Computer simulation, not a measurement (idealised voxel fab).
voxel wiring stack: a process module
Square cells of 5 nm make up the cross-section cut, whose width is 260 nm.
A cross-section is written here as square cells arranged in a grid, and it is given in bands from the top down, each band taking up one or more rows of cells.
Band entry format. Leading values: height of top, height of bottom, nm. Remainder: materials in left-to-right order, each with its width in nm. Special words: "everywhere" on a single material, which then fills the band edge to edge; "blank", empty space.
Heights are measured from 0, the level below which the as-received wafer is all one material; the lowest band has no bottom and continues downward, written as in "0..down".
Width: "30..40" (first number = top row, second number = bottom row, same change from row to row of cells).
"nothing changed" for a step: no cell of the cross-section changed in that step.
"Closed void register" - sealed voids, min. 8 cells, no opening to top; format: width x height at distance (distance from left edge; nm throughout).
Post-settings text on a step line: simulator's own remark regarding the step.
What "overlay nm" on a step's line means: if the step has a mask, that mask lay this far to the right of its planned place, or, when the value is negative, to the left.
Plan:
1) RECEIVE,material Si
2) CONFORMAL_DEP,material SiO2,thk nm 10
3) DIRECTIONAL_DEP,material TiN,thk nm 5
4) DIRECTIONAL_DEP,material Ru,thk nm 25
5) DIRECTIONAL_DEP,material aC,thk nm 10
6) PATTERN,tone cover,mask id METAL_1,material resist,width nm 20,pitch nm 50,thk nm 25,overlay nm 0
7) DIRECTIONAL_ETCH,etch materials aC,depth nm 10
8) STRIP,etch materials resist
9) DIRECTIONAL_ETCH,etch materials Ru,depth nm 25
10) DIRECTIONAL_ETCH,etch materials TiN,depth nm 5
11) STRIP,etch materials aC
12) CONFORMAL_DEP,material SiN,thk nm 5
13) FILL_DEP,material lowk,thk nm 10
14) CMP,height nm 40
15) CONFORMAL_DEP,material SiCN,thk nm 5
16) DIRECTIONAL_DEP,material lowk,thk nm 25
17) MASKED_ETCH,tone open,mask id METAL_2_HOLES,width nm 15,pitch nm 50,etch materials lowk,depth nm 25,overlay nm 0
18) PATTERN,tone open,mask id METAL_2,material resist,width nm 20,pitch nm 50,thk nm 20,overlay nm 0
19) DIRECTIONAL_ETCH,etch materials lowk,depth nm 15
20) DIRECTIONAL_ETCH,etch materials SiCN,depth nm 5
21) STRIP,etch materials resist
22) CONFORMAL_DEP,material TiN,thk nm 5
23) FILL_DEP,material Ru,thk nm 5
24) CMP,height nm 70
25) CONFORMAL_DEP,material SiCN,thk nm 5
26) DIRECTIONAL_DEP,material lowk,thk nm 35
27) PATTERN,tone open,mask id METAL_3,material resist,width nm 20,pitch nm 50,thk nm 20,overlay nm 0
28) DIRECTIONAL_ETCH,etch materials lowk,depth nm 20
29) STRIP,etch materials resist
30) MASKED_ETCH,tone open,mask id METAL_3_HOLES,width nm 15,pitch nm 50,etch materials lowk,depth nm 15,overlay nm 0
31) MASKED_ETCH,tone open,mask id METAL_3_HOLES,width nm 15,pitch nm 50,etch materials SiCN,depth nm 5,overlay nm 0
32) CONFORMAL_DEP,material TiN,thk nm 5
33) FILL_DEP,material Cu,thk nm 5
34) CMP,height nm 110
35) CONFORMAL_DEP,material SiCN,thk nm 5
Step 1 complete: cross-section of the wafer as received:
* 0..down  Si everywhere
* Closed void register: none
Cross-section at module end, one run error; start and plan unchanged from above:
* 115..110  SiCN everywhere
* 110..95  45 of lowk / 5 of TiN / 10 of Cu / 5 of TiN / 30 of lowk / 5 of TiN / 10 of Cu / 5 of TiN / 30 of lowk / 5 of TiN / 10 of Cu / 5 of TiN / 30 of lowk / 5 of TiN / 10 of Cu / 5 of TiN / 45 of lowk
* 95..90  45 of lowk / 5 of TiN / 5 of Cu / 10 of TiN / 30 of lowk / 5 of TiN / 5 of Cu / 10 of TiN / 30 of lowk / 5 of TiN / 5 of Cu / 10 of TiN / 30 of lowk / 5 of TiN / 5 of Cu / 10 of TiN / 45 of lowk
* 90..75  45 of lowk / 5 of TiN / 5 of Cu / 5 of TiN / 35 of lowk / 5 of TiN / 5 of Cu / 5 of TiN / 35 of lowk / 5 of TiN / 5 of Cu / 5 of TiN / 35 of lowk / 5 of TiN / 5 of Cu / 5 of TiN / 50 of lowk
* 75..70  45 of SiCN / 15 of TiN / 35 of SiCN / 15 of TiN / 35 of SiCN / 15 of TiN / 35 of SiCN / 15 of TiN / 50 of SiCN
* 70..60  45 of lowk / 5 of TiN / 5 of Ru / 5 of TiN / 35 of lowk / 5 of TiN / 5 of Ru / 5 of TiN / 35 of lowk / 5 of TiN / 5 of Ru / 5 of TiN / 35 of lowk / 5 of TiN / 5 of Ru / 5 of TiN / 50 of lowk
* 60..55  45 of SiCN / 15 of TiN / 35 of SiCN / 15 of TiN / 35 of SiCN / 15 of TiN / 35 of SiCN / 15 of TiN / 50 of SiCN
* 55..45  lowk everywhere
* 45..40  40 of lowk / 30 of SiN / 20 of lowk / 30 of SiN / 20 of lowk / 30 of SiN / 20 of lowk / 30 of SiN / 40 of lowk
* 40..15  40 of lowk / 5 of SiN / 20 of Ru / 5 of SiN / 20 of lowk / 5 of SiN / 20 of Ru / 5 of SiN / 20 of lowk / 5 of SiN / 20 of Ru / 5 of SiN / 20 of lowk / 5 of SiN / 20 of Ru / 5 of SiN / 40 of lowk
* 15..10  45 of SiN / 20 of TiN / 30 of SiN / 20 of TiN / 30 of SiN / 20 of TiN / 30 of SiN / 20 of TiN / 45 of SiN
* 10..0  SiO2 everywhere
* 0..down  Si everywhere
* Closed void register: none
Error vs. plan: step 14 of the plan got skipped, so it never ran
